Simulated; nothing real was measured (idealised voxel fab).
Proc. module: voxel air gaps
Section shown: cut. Width: 155 nm. Cell size: 5 nm, square.
A cross-section is written here as square cells arranged in a grid, and it is given in bands from the top down, each band taking up one or more rows of cells. Within each band entry, the heights of the top and of the bottom of the band appear first, in that order and in nm; the materials of the band then follow from left to right, each with its corresponding width in nm. The designation "everywhere" on a single material indicates that it fills the band from edge to edge; the designation "empty" indicates empty space. A quick word on heights: they are counted from 0, and under that level the wafer as it came to us is one material throughout. The lowest band is different from the rest in having no bottom; it simply continues downward, written as in "0 and below". Top row gets the first number, bottom row gets the second, and each row in between changes by the same step: that is how a band width like "30->40" works. Given "no alterations made" for a step, no cell of the cross-section differs between before and after that step. Voids not open to the top, 8 cells minimum: see "Cavities, closed". Written width x height at distance; distance is from the left edge; nm. Post-settings text on a step line: simulator's own remark regarding the step. Among the settings permitted on a step's line is "overlay nm"; applied to a step with a mask, it specifies the extent to which the mask lay to the right of its planned position, whereas a negative figure signifies a position to the left. Note on reading: below, each pair holds a cross-section from before one process step and one from after it; the one from after shows only down to the lowest band that changed. Beneath the pair, the step in between is stated along with its settings. The pairs can stem from different runs of this module on the same starting wafer. Where a pair's entry headed "Structure before processing" says so, and only there, that pair continues from the pair above it.

## Structure before processing
- 0 and below = Si everywhere
- Cavities, closed: none

## Post-Step Appearance
- 10 down to 0 = SiO2 everywhere
- Under 0: no change, same as before.
- Cavities, closed: none
Upper to lower cross-section via CONFORMAL_DEP [material SiO2] [thk nm 10]

Structure before processing: see preceding pair, after cross-section.

## Post-Step Appearance
- 15 down to 10 = SiCN everywhere
- Under 10: no change, same as before.
- Cavities, closed: none
Upper to lower cross-section via CONFORMAL_DEP [material SiCN] [thk nm 5]

Structure before processing: see preceding pair, after cross-section.

## Post-Step Appearance
- 45 down to 15 = lowk everywhere
- Under 15: no change, same as before.
- Cavities, closed: none
Upper to lower cross-section via DIRECTIONAL_DEP [material lowk] [thk nm 30]

Structure before processing: see preceding pair, after cross-section.

## Post-Step Appearance
- 55 down to 45 = aC everywhere
- Under 45: no change, same as before.
- Cavities, closed: none
Upper to lower cross-section via DIRECTIONAL_DEP [material aC] [thk nm 10]

Structure before processing: see preceding pair, after cross-section.

## Post-Step Appearance
- 80 down to 55 = resist (20)  empty (20)  resist (25)  empty (20)  resist (25)  empty (20)  resist (25)
- Under 55: no change, same as before.
- Cavities, closed: none
Upper to lower cross-section via PATTERN [tone open] [mask id LINES] [material resist] [width nm 20] [pitch nm 45] [thk nm 25] [overlay nm 0]

Structure before processing: see preceding pair, after cross-section.

## Post-Step Appearance
- 70 down to 55 = resist (20)  empty (20)  resist (25)  empty (20)  resist (25)  empty (20)  resist (25)
- 55 down to 45 = aC (20)  empty (20)  aC (25)  empty (20)  aC (25)  empty (20)  aC (25)
- Under 45: no change, same as before.
- Cavities, closed: none
Upper to lower cross-section via DIRECTIONAL_ETCH [etch materials aC] [depth nm 10]

Structure before processing: see preceding pair, after cross-section.

## Post-Step Appearance
- 55 down to 45 = aC (20)  empty (20)  aC (25)  empty (20)  aC (25)  empty (20)  aC (25)
- Under 45: no change, same as before.
- Cavities, closed: none
Upper to lower cross-section via STRIP [etch materials resist]

Structure before processing: see preceding pair, after cross-section.

## Post-Step Appearance
- 55 down to 45 = aC (20)  empty (20)  aC (25)  empty (20)  aC (25)  empty (20)  aC (25)
- 45 down to 15 = lowk (20)  empty (20)  lowk (25)  empty (20)  lowk (25)  empty (20)  lowk (25)
- Under 15: no change, same as before.
- Cavities, closed: none
Upper to lower cross-section via DIRECTIONAL_ETCH [etch materials lowk] [depth nm 30]

Structure before processing: see preceding pair, after cross-section.

## Post-Step Appearance
- 45 down to 15 = lowk (20)  empty (20)  lowk (25)  empty (20)  lowk (25)  empty (20)  lowk (25)
- Under 15: no change, same as before.
- Cavities, closed: none
Upper to lower cross-section via STRIP [etch materials aC]

Structure before processing: see preceding pair, after cross-section.

## Post-Step Appearance
- 50 down to 45 = TiN (25)  empty (10)  TiN (35)  empty (10)  TiN (35)  empty (10)  TiN (30)
- 45 down to 20 = lowk (20)  TiN (5)  empty (10)  TiN (5)  lowk (25)  TiN (5)  empty (10)  TiN (5)  lowk (25)  TiN (5)  empty (10)  TiN (5)  lowk (25)
- 20 down to 15 = lowk (20)  TiN (20)  lowk (25)  TiN (20)  lowk (25)  TiN (20)  lowk (25)
- Under 15: no change, same as before.
- Cavities, closed: none
Upper to lower cross-section via CONFORMAL_DEP [material TiN] [thk nm 5]

Structure before processing: see preceding pair, after cross-section.

## Post-Step Appearance
- 55 down to 50 = Cu everywhere
- 50 down to 45 = TiN (25)  Cu (10)  TiN (35)  Cu (10)  TiN (35)  Cu (10)  TiN (30)
- 45 down to 20 = lowk (20)  TiN (5)  Cu (10)  TiN (5)  lowk (25)  TiN (5)  Cu (10)  TiN (5)  lowk (25)  TiN (5)  Cu (10)  TiN (5)  lowk (25)
- Under 20: no change, same as before.
- Cavities, closed: none
Upper to lower cross-section via FILL_DEP [material Cu] [thk nm 5]

Structure before processing: see preceding pair, after cross-section.

## Post-Step Appearance
- 45 down to 20 = lowk (20)  TiN (5)  Cu (10)  TiN (5)  lowk (25)  TiN (5)  Cu (10)  TiN (5)  lowk (25)  TiN (5)  Cu (10)  TiN (5)  lowk (25)
- Under 20: no change, same as before.
- Cavities, closed: none
Upper to lower cross-section via CMP [height nm 45]

Structure before processing: see preceding pair, after cross-section.

## Post-Step Appearance
- 55 down to 45 = empty (10)  Ru (40)  empty (5)  Ru (40)  empty (5)  Ru (40)  empty (15)
- Under 45: no change, same as before.
- Cavities, closed: none
Upper to lower cross-section via EPI [material Ru] [thk nm 10]

Structure before processing: see preceding pair, after cross-section.

## Post-Step Appearance
- 55 down to 45 = empty (10)  Ru (40)  empty (5)  Ru (40)  empty (5)  Ru (40)  empty (15)
- 45 down to 20 = empty (20)  TiN (5)  Cu (10)  TiN (5)  empty (25)  TiN (5)  Cu (10)  TiN (5)  empty (25)  TiN (5)  Cu (10)  TiN (5)  empty (25)
- 20 down to 15 = empty (20)  TiN (20)  empty (25)  TiN (20)  empty (25)  TiN (20)  empty (25)
- Under 15: no change, same as before.
- Cavities, closed: none
Upper to lower cross-section via SELECTIVE_ETCH [etch materials lowk] [depth nm 40]

Structure before processing: see preceding pair, after cross-section.

## Post-Step Appearance
- 60 down to 55 = empty (5)  SiCN (140)  empty (10)
- 55 down to 45 = empty (5)  SiCN (5)  Ru (40)  SiCN (5)  Ru (40)  SiCN (5)  Ru (40)  SiCN (5)  empty (10)
- 45 down to 40 = empty (5)  SiCN (15)  TiN (5)  Cu (10)  TiN (5)  SiCN (25)  TiN (5)  Cu (10)  TiN (5)  SiCN (25)  TiN (5)  Cu (10)  TiN (5)  SiCN (15)  empty (10)
- 40 down to 20 = empty (15)  SiCN (5)  TiN (5)  Cu (10)  TiN (5)  SiCN (5)  empty (15)  SiCN (5)  TiN (5)  Cu (10)  TiN (5)  SiCN (5)  empty (15)  SiCN (5)  TiN (5)  Cu (10)  TiN (5)  SiCN (5)  empty (20)
- 20 down to 15 = SiCN (20)  TiN (20)  SiCN (25)  TiN (20)  SiCN (25)  TiN (20)  SiCN (25)
- Under 15: no change, same as before.
- Cavities, closed: 15 x 20 at 45; 15 x 20 at 90
Upper to lower cross-section via CONFORMAL_DEP [material SiCN] [thk nm 5]

## Structure before processing
- 0 and below = Si everywhere
- Cavities, closed: none

## Post-Step Appearance
- 5 down to 0 = SiCN everywhere
- Under 0: no change, same as before.
- Cavities, closed: none
Upper to lower cross-section via CONFORMAL_DEP [material SiCN] [thk nm 5]

Structure before processing: see preceding pair, after cross-section.

## Post-Step Appearance
- 35 down to 5 = lowk everywhere
- Under 5: no change, same as before.
- Cavities, closed: none
Upper to lower cross-section via DIRECTIONAL_DEP [material lowk] [thk nm 30]

Structure before processing: see preceding pair, after cross-section.

## Post-Step Appearance
- 45 down to 35 = aC everywhere
- Under 35: no change, same as before.
- Cavities, closed: none
Upper to lower cross-section via DIRECTIONAL_DEP [material aC] [thk nm 10]

Structure before processing: see preceding pair, after cross-section.

## Post-Step Appearance
- 70 down to 45 = resist (20)  empty (20)  resist (25)  empty (20)  resist (25)  empty (20)  resist (25)
- Under 45: no change, same as before.
- Cavities, closed: none
Upper to lower cross-section via PATTERN [tone open] [mask id LINES] [material resist] [width nm 20] [pitch nm 45] [thk nm 25] [overlay nm 0]

Structure before processing: see preceding pair, after cross-section.

## Post-Step Appearance
- 60 down to 45 = resist (20)  empty (20)  resist (25)  empty (20)  resist (25)  empty (20)  resist (25)
- 45 down to 35 = aC (20)  empty (20)  aC (25)  empty (20)  aC (25)  empty (20)  aC (25)
- Under 35: no change, same as before.
- Cavities, closed: none
Upper to lower cross-section via DIRECTIONAL_ETCH [etch materials aC] [depth nm 10]

Structure before processing: see preceding pair, after cross-section.

## Post-Step Appearance
- 45 down to 35 = aC (20)  empty (20)  aC (25)  empty (20)  aC (25)  empty (20)  aC (25)
- Under 35: no change, same as before.
- Cavities, closed: none
Upper to lower cross-section via STRIP [etch materials resist]

Structure before processing: see preceding pair, after cross-section.

## Post-Step Appearance
- 45 down to 35 = aC (20)  empty (20)  aC (25)  empty (20)  aC (25)  empty (20)  aC (25)
- 35 down to 5 = lowk (20)  empty (20)  lowk (25)  empty (20)  lowk (25)  empty (20)  lowk (25)
- Under 5: no change, same as before.
- Cavities, closed: none
Upper to lower cross-section via DIRECTIONAL_ETCH [etch materials lowk] [depth nm 30]

Structure before processing: see preceding pair, after cross-section.

## Post-Step Appearance
- 35 down to 5 = lowk (20)  empty (20)  lowk (25)  empty (20)  lowk (25)  empty (20)  lowk (25)
- Under 5: no change, same as before.
- Cavities, closed: none
Upper to lower cross-section via STRIP [etch materials aC]

Structure before processing: see preceding pair, after cross-section.

## Post-Step Appearance
- 40 down to 35 = TiN (25)  empty (10)  TiN (35)  empty (10)  TiN (35)  empty (10)  TiN (30)
- 35 down to 10 = lowk (20)  TiN (5)  empty (10)  TiN (5)  lowk (25)  TiN (5)  empty (10)  TiN (5)  lowk (25)  TiN (5)  empty (10)  TiN (5)  lowk (25)
- 10 down to 5 = lowk (20)  TiN (20)  lowk (25)  TiN (20)  lowk (25)  TiN (20)  lowk (25)
- Under 5: no change, same as before.
- Cavities, closed: none
Upper to lower cross-section via CONFORMAL_DEP [material TiN] [thk nm 5]

Structure before processing: see preceding pair, after cross-section.

## Post-Step Appearance
- 45 down to 40 = Cu everywhere
- 40 down to 35 = TiN (25)  Cu (10)  TiN (35)  Cu (10)  TiN (35)  Cu (10)  TiN (30)
- 35 down to 10 = lowk (20)  TiN (5)  Cu (10)  TiN (5)  lowk (25)  TiN (5)  Cu (10)  TiN (5)  lowk (25)  TiN (5)  Cu (10)  TiN (5)  lowk (25)
- Under 10: no change, same as before.
- Cavities, closed: none
Upper to lower cross-section via FILL_DEP [material Cu] [thk nm 5]

Structure before processing: see preceding pair, after cross-section.

## Post-Step Appearance
- 55 down to 45 = Ru everywhere
- Under 45: no change, same as before.
- Cavities, closed: none
Upper to lower cross-section via EPI [material Ru] [thk nm 10]

Structure before processing: see preceding pair, after cross-section.

## Post-Step Appearance
- 60 down to 55 = SiCN everywhere
- Under 55: no change, same as before.
- Cavities, closed: none
Upper to lower cross-section via CONFORMAL_DEP [material SiCN] [thk nm 5]

## Structure before processing
- 55 down to 45 = empty (10)  Ru (40)  empty (5)  Ru (40)  empty (5)  Ru (40)  empty (15)
- 45 down to 20 = lowk (20)  TiN (5)  Cu (10)  TiN (5)  lowk (25)  TiN (5)  Cu (10)  TiN (5)  lowk (25)  TiN (5)  Cu (10)  TiN (5)  lowk (25)
- 20 down to 15 = lowk (20)  TiN (20)  lowk (25)  TiN (20)  lowk (25)  TiN (20)  lowk (25)
- 15 down to 10 = SiCN everywhere
- 10 down to 0 = SiO2 everywhere
- 0 and below = Si everywhere
- Cavities, closed: none

## Post-Step Appearance
- 65 down to 45 = Ru (150)  empty (5)
- Under 45: no change, same as before.
- Cavities, closed: none
Upper to lower cross-section via EPI [material Ru] [thk nm 10]

Structure before processing: see preceding pair, after cross-section.

## Post-Step Appearance
- 65 down to 45 = Ru (150)  empty (5)
- 45 down to 20 = lowk (20)  TiN (5)  Cu (10)  TiN (5)  lowk (25)  TiN (5)  Cu (10)  TiN (5)  lowk (25)  TiN (5)  Cu (10)  TiN (5)  empty (25)
- 20 down to 15 = lowk (20)  TiN (20)  lowk (25)  TiN (20)  lowk (25)  TiN (20)  empty (25)
- Under 15: no change, same as before.
- Cavities, closed: none
Upper to lower cross-section via SELECTIVE_ETCH [etch materials lowk] [depth nm 40]

Structure before processing: see preceding pair, after cross-section.

## Post-Step Appearance
- 70 down to 65 = SiCN everywhere
- 65 down to 45 = Ru (150)  SiCN (5)
- 45 down to 40 = lowk (20)  TiN (5)  Cu (10)  TiN (5)  lowk (25)  TiN (5)  Cu (10)  TiN (5)  lowk (25)  TiN (5)  Cu (10)  TiN (5)  SiCN (25)
- 40 down to 20 = lowk (20)  TiN (5)  Cu (10)  TiN (5)  lowk (25)  TiN (5)  Cu (10)  TiN (5)  lowk (25)  TiN (5)  Cu (10)  TiN (5)  SiCN (5)  empty (20)
- 20 down to 15 = lowk (20)  TiN (20)  lowk (25)  TiN (20)  lowk (25)  TiN (20)  SiCN (25)
- Under 15: no change, same as before.
- Cavities, closed: 20 x 20 at 135
Upper to lower cross-section via CONFORMAL_DEP [material SiCN] [thk nm 5]

## Structure before processing
- 10 down to 0 = SiO2 everywhere
- 0 and below = Si everywhere
- Cavities, closed: none

## Post-Step Appearance
- 40 down to 10 = lowk everywhere
- Under 10: no change, same as before.
- Cavities, closed: none
Upper to lower cross-section via DIRECTIONAL_DEP [material lowk] [thk nm 30]

Structure before processing: see preceding pair, after cross-section.

## Post-Step Appearance
- 45 down to 40 = SiCN everywhere
- Under 40: no change, same as before.
- Cavities, closed: none
Upper to lower cross-section via CONFORMAL_DEP [material SiCN] [thk nm 5]

Structure before processing: see preceding pair, after cross-section.

## Post-Step Appearance
- 55 down to 45 = aC everywhere
- Under 45: no change, same as before.
- Cavities, closed: none
Upper to lower cross-section via DIRECTIONAL_DEP [material aC] [thk nm 10]

Structure before processing: see preceding pair, after cross-section.

## Post-Step Appearance
- 80 down to 55 = resist (20)  empty (20)  resist (25)  empty (20)  resist (25)  empty (20)  resist (25)
- Under 55: no change, same as before.
- Cavities, closed: none
Upper to lower cross-section via PATTERN [tone open] [mask id LINES] [material resist] [width nm 20] [pitch nm 45] [thk nm 25] [overlay nm 0]

Structure before processing: see preceding pair, after cross-section.

## Post-Step Appearance
- 70 down to 55 = resist (20)  empty (20)  resist (25)  empty (20)  resist (25)  empty (20)  resist (25)
- 55 down to 45 = aC (20)  empty (20)  aC (25)  empty (20)  aC (25)  empty (20)  aC (25)
- Under 45: no change, same as before.
- Cavities, closed: none
Upper to lower cross-section via DIRECTIONAL_ETCH [etch materials aC] [depth nm 10]

Structure before processing: see preceding pair, after cross-section.

## Post-Step Appearance
- 55 down to 45 = aC (20)  empty (20)  aC (25)  empty (20)  aC (25)  empty (20)  aC (25)
- Under 45: no change, same as before.
- Cavities, closed: none
Upper to lower cross-section via STRIP [etch materials resist]

Structure before processing: see preceding pair, after cross-section.

## Post-Step Appearance
- 45 down to 40 = SiCN everywhere
- Under 40: no change, same as before.
- Cavities, closed: none
Upper to lower cross-section via STRIP [etch materials aC]

Structure before processing: see preceding pair, after cross-section.

## Post-Step Appearance
- 50 down to 45 = TiN everywhere
- Under 45: no change, same as before.
- Cavities, closed: none
Upper to lower cross-section via CONFORMAL_DEP [material TiN] [thk nm 5]

Structure before processing: see preceding pair, after cross-section.

## Post-Step Appearance
- 55 down to 50 = Cu everywhere
- Under 50: no change, same as before.
- Cavities, closed: none
Upper to lower cross-section via FILL_DEP [material Cu] [thk nm 5]

Structure before processing: see preceding pair, after cross-section.

## Post-Step Appearance
- 45 down to 40 = SiCN everywhere
- Under 40: no change, same as before.
- Cavities, closed: none
Upper to lower cross-section via CMP [height nm 45]

Structure before processing: see preceding pair, after cross-section.

## Post-Step Appearance
- 50 down to 40 = SiCN everywhere
- Under 40: no change, same as before.
- Cavities, closed: none
Upper to lower cross-section via CONFORMAL_DEP [material SiCN] [thk nm 5]

## Structure before processing
- 0 and below = Si everywhere
- Cavities, closed: none

## Post-Step Appearance
- 15 down to 0 = SiO2 everywhere
- Under 0: no change, same as before.
- Cavities, closed: none
Upper to lower cross-section via CONFORMAL_DEP [material SiO2] [thk nm 15]

Structure before processing: see preceding pair, after cross-section.

## Post-Step Appearance
- 20 down to 15 = SiCN everywhere
- Under 15: no change, same as before.
- Cavities, closed: none
Upper to lower cross-section via CONFORMAL_DEP [material SiCN] [thk nm 5]

Structure before processing: see preceding pair, after cross-section.

## Post-Step Appearance
- 50 down to 20 = lowk everywhere
- Under 20: no change, same as before.
- Cavities, closed: none
Upper to lower cross-section via DIRECTIONAL_DEP [material lowk] [thk nm 30]

Structure before processing: see preceding pair, after cross-section.

## Post-Step Appearance
- 60 down to 50 = aC everywhere
- Under 50: no change, same as before.
- Cavities, closed: none
Upper to lower cross-section via DIRECTIONAL_DEP [material aC] [thk nm 10]

Structure before processing: see preceding pair, after cross-section.

## Post-Step Appearance
- 85 down to 60 = resist (20)  empty (20)  resist (25)  empty (20)  resist (25)  empty (20)  resist (25)
- Under 60: no change, same as before.
- Cavities, closed: none
Upper to lower cross-section via PATTERN [tone open] [mask id LINES] [material resist] [width nm 20] [pitch nm 45] [thk nm 25] [overlay nm 0]

Structure before processing: see preceding pair, after cross-section.

## Post-Step Appearance
- 75 down to 60 = resist (20)  empty (20)  resist (25)  empty (20)  resist (25)  empty (20)  resist (25)
- 60 down to 50 = aC (20)  empty (20)  aC (25)  empty (20)  aC (25)  empty (20)  aC (25)
- Under 50: no change, same as before.
- Cavities, closed: none
Upper to lower cross-section via DIRECTIONAL_ETCH [etch materials aC] [depth nm 10]

Structure before processing: see preceding pair, after cross-section.

## Post-Step Appearance
- 60 down to 50 = aC (20)  empty (20)  aC (25)  empty (20)  aC (25)  empty (20)  aC (25)
- Under 50: no change, same as before.
- Cavities, closed: none
Upper to lower cross-section via STRIP [etch materials resist]

Structure before processing: see preceding pair, after cross-section.

## Post-Step Appearance
- 60 down to 50 = aC (20)  empty (20)  aC (25)  empty (20)  aC (25)  empty (20)  aC (25)
- 50 down to 20 = lowk (20)  empty (20)  lowk (25)  empty (20)  lowk (25)  empty (20)  lowk (25)
- Under 20: no change, same as before.
- Cavities, closed: none
Upper to lower cross-section via DIRECTIONAL_ETCH [etch materials lowk] [depth nm 30]

Structure before processing: see preceding pair, after cross-section.

## Post-Step Appearance
- 50 down to 20 = lowk (20)  empty (20)  lowk (25)  empty (20)  lowk (25)  empty (20)  lowk (25)
- Under 20: no change, same as before.
- Cavities, closed: none
Upper to lower cross-section via STRIP [etch materials aC]

Structure before processing: see preceding pair, after cross-section.

## Post-Step Appearance
- 55 down to 50 = TiN (25)  empty (10)  TiN (35)  empty (10)  TiN (35)  empty (10)  TiN (30)
- 50 down to 25 = lowk (20)  TiN (5)  empty (10)  TiN (5)  lowk (25)  TiN (5)  empty (10)  TiN (5)  lowk (25)  TiN (5)  empty (10)  TiN (5)  lowk (25)
- 25 down to 20 = lowk (20)  TiN (20)  lowk (25)  TiN (20)  lowk (25)  TiN (20)  lowk (25)
- Under 20: no change, same as before.
- Cavities, closed: none
Upper to lower cross-section via CONFORMAL_DEP [material TiN] [thk nm 5]

Structure before processing: see preceding pair, after cross-section.

## Post-Step Appearance
- 60 down to 55 = Cu everywhere
- 55 down to 50 = TiN (25)  Cu (10)  TiN (35)  Cu (10)  TiN (35)  Cu (10)  TiN (30)
- 50 down to 25 = lowk (20)  TiN (5)  Cu (10)  TiN (5)  lowk (25)  TiN (5)  Cu (10)  TiN (5)  lowk (25)  TiN (5)  Cu (10)  TiN (5)  lowk (25)
- Under 25: no change, same as before.
- Cavities, closed: none
Upper to lower cross-section via FILL_DEP [material Cu] [thk nm 5]

Structure before processing: see preceding pair, after cross-section.

## Post-Step Appearance
- 45 down to 25 = lowk (20)  TiN (5)  Cu (10)  TiN (5)  lowk (25)  TiN (5)  Cu (10)  TiN (5)  lowk (25)  TiN (5)  Cu (10)  TiN (5)  lowk (25)
- Under 25: no change, same as before.
- Cavities, closed: none
Upper to lower cross-section via CMP [height nm 45]

Structure before processing: see preceding pair, after cross-section.

## Post-Step Appearance
- 55 down to 45 = empty (10)  Ru (40)  empty (5)  Ru (40)  empty (5)  Ru (40)  empty (15)
- Under 45: no change, same as before.
- Cavities, closed: none
Upper to lower cross-section via EPI [material Ru] [thk nm 10]

Structure before processing: see preceding pair, after cross-section.

## Post-Step Appearance
- 55 down to 45 = empty (10)  Ru (40)  empty (5)  Ru (40)  empty (5)  Ru (40)  empty (15)
- 45 down to 25 = empty (20)  TiN (5)  Cu (10)  TiN (5)  empty (25)  TiN (5)  Cu (10)  TiN (5)  empty (25)  TiN (5)  Cu (10)  TiN (5)  empty (25)
- 25 down to 20 = empty (20)  TiN (20)  empty (25)  TiN (20)  empty (25)  TiN (20)  empty (25)
- Under 20: no change, same as before.
- Cavities, closed: none
Upper to lower cross-section via SELECTIVE_ETCH [etch materials lowk] [depth nm 40]

Structure before processing: see preceding pair, after cross-section.

## Post-Step Appearance
- 60 down to 55 = empty (5)  SiCN (140)  empty (10)
- 55 down to 45 = empty (5)  SiCN (5)  Ru (40)  SiCN (5)  Ru (40)  SiCN (5)  Ru (40)  SiCN (5)  empty (10)
- 45 down to 40 = empty (5)  SiCN (15)  TiN (5)  Cu (10)  TiN (5)  SiCN (25)  TiN (5)  Cu (10)  TiN (5)  SiCN (25)  TiN (5)  Cu (10)  TiN (5)  SiCN (15)  empty (10)
- 40 down to 25 = empty (15)  SiCN (5)  TiN (5)  Cu (10)  TiN (5)  SiCN (5)  empty (15)  SiCN (5)  TiN (5)  Cu (10)  TiN (5)  SiCN (5)  empty (15)  SiCN (5)  TiN (5)  Cu (10)  TiN (5)  SiCN (5)  empty (20)
- 25 down to 20 = SiCN (20)  TiN (20)  SiCN (25)  TiN (20)  SiCN (25)  TiN (20)  SiCN (25)
- Under 20: no change, same as before.
- Cavities, closed: 15 x 15 at 45; 15 x 15 at 90
Upper to lower cross-section via CONFORMAL_DEP [material SiCN] [thk nm 5]

## Structure before processing
- 55 down to 45 = aC everywhere
- 45 down to 15 = lowk everywhere
- 15 down to 10 = SiCN everywhere
- 10 down to 0 = SiO2 everywhere
- 0 and below = Si everywhere
- Cavities, closed: none

## Post-Step Appearance
- 80 down to 55 = resist (15)  empty (30)  resist (15)  empty (30)  resist (15)  empty (30)  resist (20)
- Under 55: no change, same as before.
- Cavities, closed: none
Upper to lower cross-section via PATTERN [tone open] [mask id LINES] [material resist] [width nm 30] [pitch nm 45] [thk nm 25] [overlay nm 0]

Structure before processing: see preceding pair, after cross-section.

## Post-Step Appearance
- 70 down to 55 = resist (15)  empty (30)  resist (15)  empty (30)  resist (15)  empty (30)  resist (20)
- 55 down to 45 = aC (15)  empty (30)  aC (15)  empty (30)  aC (15)  empty (30)  aC (20)
- Under 45: no change, same as before.
- Cavities, closed: none
Upper to lower cross-section via DIRECTIONAL_ETCH [etch materials aC] [depth nm 10]

Structure before processing: see preceding pair, after cross-section.

## Post-Step Appearance
- 55 down to 45 = aC (15)  empty (30)  aC (15)  empty (30)  aC (15)  empty (30)  aC (20)
- Under 45: no change, same as before.
- Cavities, closed: none
Upper to lower cross-section via STRIP [etch materials resist]

Structure before processing: see preceding pair, after cross-section.

## Post-Step Appearance
- 55 down to 45 = aC (15)  empty (30)  aC (15)  empty (30)  aC (15)  empty (30)  aC (20)
- 45 down to 15 = lowk (15)  empty (30)  lowk (15)  empty (30)  lowk (15)  empty (30)  lowk (20)
- Under 15: no change, same as before.
- Cavities, closed: none
Upper to lower cross-section via DIRECTIONAL_ETCH [etch materials lowk] [depth nm 30]

Structure before processing: see preceding pair, after cross-section.

## Post-Step Appearance
- 45 down to 15 = lowk (15)  empty (30)  lowk (15)  empty (30)  lowk (15)  empty (30)  lowk (20)
- Under 15: no change, same as before.
- Cavities, closed: none
Upper to lower cross-section via STRIP [etch materials aC]

Structure before processing: see preceding pair, after cross-section.

## Post-Step Appearance
- 50 down to 45 = TiN (20)  empty (20)  TiN (25)  empty (20)  TiN (25)  empty (20)  TiN (25)
- 45 down to 20 = lowk (15)  TiN (5)  empty (20)  TiN (5)  lowk (15)  TiN (5)  empty (20)  TiN (5)  lowk (15)  TiN (5)  empty (20)  TiN (5)  lowk (20)
- 20 down to 15 = lowk (15)  TiN (30)  lowk (15)  TiN (30)  lowk (15)  TiN (30)  lowk (20)
- Under 15: no change, same as before.
- Cavities, closed: none
Upper to lower cross-section via CONFORMAL_DEP [material TiN] [thk nm 5]

Structure before processing: see preceding pair, after cross-section.

## Post-Step Appearance
- 55 down to 50 = Cu everywhere
- 50 down to 45 = TiN (20)  Cu (20)  TiN (25)  Cu (20)  TiN (25)  Cu (20)  TiN (25)
- 45 down to 20 = lowk (15)  TiN (5)  Cu (20)  TiN (5)  lowk (15)  TiN (5)  Cu (20)  TiN (5)  lowk (15)  TiN (5)  Cu (20)  TiN (5)  lowk (20)
- Under 20: no change, same as before.
- Cavities, closed: none
Upper to lower cross-section via FILL_DEP [material Cu] [thk nm 5]

Structure before processing: see preceding pair, after cross-section.

## Post-Step Appearance
- 45 down to 20 = lowk (15)  TiN (5)  Cu (20)  TiN (5)  lowk (15)  TiN (5)  Cu (20)  TiN (5)  lowk (15)  TiN (5)  Cu (20)  TiN (5)  lowk (20)
- Under 20: no change, same as before.
- Cavities, closed: none
Upper to lower cross-section via CMP [height nm 45]

Structure before processing: see preceding pair, after cross-section.

## Post-Step Appearance
- 55 down to 45 = empty (5)  Ru (140)  empty (10)
- Under 45: no change, same as before.
- Cavities, closed: none
Upper to lower cross-section via EPI [material Ru] [thk nm 10]

Structure before processing: see preceding pair, after cross-section.

## Post-Step Appearance
- 55 down to 45 = empty (5)  Ru (140)  empty (10)
- 45 down to 20 = empty (15)  TiN (5)  Cu (20)  TiN (5)  lowk (15)  TiN (5)  Cu (20)  TiN (5)  lowk (15)  TiN (5)  Cu (20)  TiN (5)  empty (20)
- 20 down to 15 = empty (15)  TiN (30)  lowk (15)  TiN (30)  lowk (15)  TiN (30)  empty (20)
- Under 15: no change, same as before.
- Cavities, closed: none
Upper to lower cross-section via SELECTIVE_ETCH [etch materials lowk] [depth nm 40]

Structure before processing: see preceding pair, after cross-section.

## Post-Step Appearance
- 60 down to 55 = SiCN (150)  empty (5)
- 55 down to 45 = SiCN (5)  Ru (140)  SiCN (5)  empty (5)
- 45 down to 40 = SiCN (15)  TiN (5)  Cu (20)  TiN (5)  lowk (15)  TiN (5)  Cu (20)  TiN (5)  lowk (15)  TiN (5)  Cu (20)  TiN (5)  SiCN (15)  empty (5)
- 40 down to 20 = empty (10)  SiCN (5)  TiN (5)  Cu (20)  TiN (5)  lowk (15)  TiN (5)  Cu (20)  TiN (5)  lowk (15)  TiN (5)  Cu (20)  TiN (5)  SiCN (5)  empty (15)
- 20 down to 15 = SiCN (15)  TiN (30)  lowk (15)  TiN (30)  lowk (15)  TiN (30)  SiCN (20)
- Under 15: no change, same as before.
- Cavities, closed: 10 x 20 at 0
Upper to lower cross-section via CONFORMAL_DEP [material SiCN] [thk nm 5]

## Structure before processing
- 55 down to 45 = aC everywhere
- 45 down to 15 = lowk everywhere
- 15 down to 10 = SiCN everywhere
- 10 down to 0 = SiO2 everywhere
- 0 and below = Si everywhere
- Cavities, closed: none

## Post-Step Appearance
- 80 down to 55 = resist (25)  empty (20)  resist (25)  empty (20)  resist (25)  empty (20)  resist (20)
- Under 55: no change, same as before.
- Cavities, closed: none
Upper to lower cross-section via PATTERN [tone open] [mask id LINES] [material resist] [width nm 20] [pitch nm 45] [thk nm 25] [overlay nm 5]

Structure before processing: see preceding pair, after cross-section.

## Post-Step Appearance
- 70 down to 55 = resist (25)  empty (20)  resist (25)  empty (20)  resist (25)  empty (20)  resist (20)
- 55 down to 45 = aC (25)  empty (20)  aC (25)  empty (20)  aC (25)  empty (20)  aC (20)
- Under 45: no change, same as before.
- Cavities, closed: none
Upper to lower cross-section via DIRECTIONAL_ETCH [etch materials aC] [depth nm 10]

Structure before processing: see preceding pair, after cross-section.

## Post-Step Appearance
- 55 down to 45 = aC (25)  empty (20)  aC (25)  empty (20)  aC (25)  empty (20)  aC (20)
- Under 45: no change, same as before.
- Cavities, closed: none
Upper to lower cross-section via STRIP [etch materials resist]

Structure before processing: see preceding pair, after cross-section.

## Post-Step Appearance
- 55 down to 45 = aC (25)  empty (20)  aC (25)  empty (20)  aC (25)  empty (20)  aC (20)
- 45 down to 15 = lowk (25)  empty (20)  lowk (25)  empty (20)  lowk (25)  empty (20)  lowk (20)
- Under 15: no change, same as before.
- Cavities, closed: none
Upper to lower cross-section via DIRECTIONAL_ETCH [etch materials lowk] [depth nm 30]

Structure before processing: see preceding pair, after cross-section.

## Post-Step Appearance
- 45 down to 15 = lowk (25)  empty (20)  lowk (25)  empty (20)  lowk (25)  empty (20)  lowk (20)
- Under 15: no change, same as before.
- Cavities, closed: none
Upper to lower cross-section via STRIP [etch materials aC]

Structure before processing: see preceding pair, after cross-section.

## Post-Step Appearance
- 50 down to 45 = TiN (30)  empty (10)  TiN (35)  empty (10)  TiN (35)  empty (10)  TiN (25)
- 45 down to 20 = lowk (25)  TiN (5)  empty (10)  TiN (5)  lowk (25)  TiN (5)  empty (10)  TiN (5)  lowk (25)  TiN (5)  empty (10)  TiN (5)  lowk (20)
- 20 down to 15 = lowk (25)  TiN (20)  lowk (25)  TiN (20)  lowk (25)  TiN (20)  lowk (20)
- Under 15: no change, same as before.
- Cavities, closed: none
Upper to lower cross-section via CONFORMAL_DEP [material TiN] [thk nm 5]
